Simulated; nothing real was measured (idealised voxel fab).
The process module that follows is named voxel local oxidation.
Cross-section cut spans 235 nm and uses square cells 5 nm in size.
Bands, listed from the top down, are how a cross-section gets written in this document; the cross-section itself is a grid of square cells, and a band is one or more rows of them.
Band: top height; bottom height; in nm. Then, left to right: material with width in nm, for each material. "full width": a single material spanning edge to edge. "empty": empty space.
Measure heights from 0. That's the level where, below it, the as-received wafer is all one material. The lowest band is bottomless and extends downward; write it as in "top 0, no bottom".
Graded width ("30 to 40"): value in top row of band = first number; value in bottom row = second number; row-to-row change constant.
"changes: none" for a step: no cell of the cross-section changed in that step.
In the "Sealed internal voids" entry, you get each enclosed empty space of 8 cells or more, one with no open way to the top, written width x height at distance, distance from the left edge, in nm.
If you see something after the settings on a step's line, that's the simulator's own remark about that step.
"overlay nm" answers the question of how far to the right of plan the mask lay on a step that has a mask, and when it is negative the answer is to the left.

[So here's the lineup of process steps we planned]
1 RECEIVE | material Si
2 OXIDIZE | depth nm 5
3 CONFORMAL_DEP | material SiN | thk nm 15
4 PATTERN | tone cover | mask id ACTIVE | material resist | width nm 130 | thk nm 20 | overlay nm 0
5 DIRECTIONAL_ETCH | etch materials SiN | depth nm 15
6 STRIP | etch materials resist
7 SELECTIVE_ETCH | etch materials SiO2 | depth nm 5
8 OXIDIZE | depth nm 10
9 STRIP | etch materials SiN

[As-received wafer cross-section (after step 1)]
- top 0, no bottom: Si full width
- Sealed internal voids: none

[As-planned run: cross-section of the first of two wafers at end of module]
- top 0, bottom -5: 55 empty / 120 SiO2 / 60 empty
- top -5, bottom -15: 65 SiO2 / 100 Si / 70 SiO2
- top -15, no bottom: Si full width
- Sealed internal voids: none

[This cross-section belongs to the second wafer of two at the end of the module; the start and the plan were shared with the first, and the run included one mistake]
- top 15, bottom 0: 50 empty / 130 SiN / 55 empty
- top 0, bottom -5: 55 empty / 120 SiO2 / 60 empty
- top -5, bottom -15: 65 SiO2 / 100 Si / 70 SiO2
- top -15, no bottom: Si full width
- Sealed internal voids: none
Short version of what went wrong: the plan's step 9 went unexecuted, having been skipped
In the final state, the cell counts of the second wafer exceed or fall short of those of the first for the following materials: +78 SiN
